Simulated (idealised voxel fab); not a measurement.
This section sets out a process module, namely voxel ribs on slabs.
Pictured: cross-section cut, 150 nm wide, on a grid of 5 nm square cells.
If you're reading a cross-section in this doc, picture square cells in a grid; it comes to you as bands, top ones listed first down to the bottom, and a band can be one or more rows of cells.
First you get the band's top height and its bottom height, in nm, and then the materials it's made of, left to right, with each width in nm. If you see a single material with "throughout", that one covers the band edge to edge. "empty" is empty space.
Height reference: 0 = level under which incoming wafer is all one material. Lowest band: no bottom, runs on downward, e.g. "z 0 and below".
The width entry "30->40" should be interpreted row by row: the top row of cells in the band takes the first number, the bottom row takes the second number, and the change between adjacent rows is uniform throughout.
"no modification" after a step means that no cell of the cross-section changed.
What "Closed cavity list" gives you is every empty space of 8 cells or more that is cut off from the top. Each appears as width x height at distance, with the distance taken from the left edge and width, height and distance all in nm.
Anything after a step's settings on that line? It's the simulator's own note about the step.
What "overlay nm" on a step's line means: if the step has a mask, that mask lay this far to the right of its planned place, or, when the value is negative, to the left.

So here's the lineup of process steps we planned:
1. op RECEIVE | material Si
2. op DIRECTIONAL_DEP | material SiO2 | thk nm 25
3. op DIRECTIONAL_DEP | material polySi | thk nm 15
4. op DIRECTIONAL_DEP | material aC | thk nm 15
5. op PATTERN | tone cover | mask id RIB | material resist | width nm 20 | thk nm 30 | overlay nm 0
6. op DIRECTIONAL_ETCH | etch materials aC | depth nm 15
7. op STRIP | etch materials resist
8. op DIRECTIONAL_ETCH | etch materials polySi | depth nm 5
9. op STRIP | etch materials aC
10. op MASKED_ETCH | tone cover | mask id SLAB | width nm 70 | etch materials polySi | depth nm 10 | overlay nm 0
11. op FILL_DEP | material SiO2 | thk nm 30
12. op CMP | height nm 60
13. op DIRECTIONAL_DEP | material TiN | thk nm 10
14. op PATTERN | tone cover | mask id HEATER | material resist | width nm 30 | thk nm 15 | overlay nm 0
15. op DIRECTIONAL_ETCH | etch materials TiN | depth nm 10
16. op STRIP | etch materials resist
17. op CONFORMAL_DEP | material SiO2 | thk nm 10

Cross-section of the wafer as it came to us, i.e., already through step 1:
> z 0 and below | Si throughout
> Closed cavity list: none

Wafer cross-section at end of module: start and plan as shown above, one execution error:
> z 80 to 70 | empty 50, then SiO2 50, then empty 50
> z 70 to 60 | SiO2 60, then TiN 30, then SiO2 60
> z 60 to 40 | SiO2 throughout
> z 40 to 35 | SiO2 65, then polySi 20, then SiO2 65
> z 35 to 25 | SiO2 45, then polySi 65, then SiO2 40
> z 25 to 0 | SiO2 throughout
> z 0 and below | Si throughout
> Closed cavity list: none
Nonconformance to the process plan: it should be noted that step 10 was executed with settings other than those planned, the operation and settings actually applied being op MASKED_ETCH | tone cover | mask id SLAB | width nm 65 | etch materials polySi | depth nm 10 | overlay nm 0
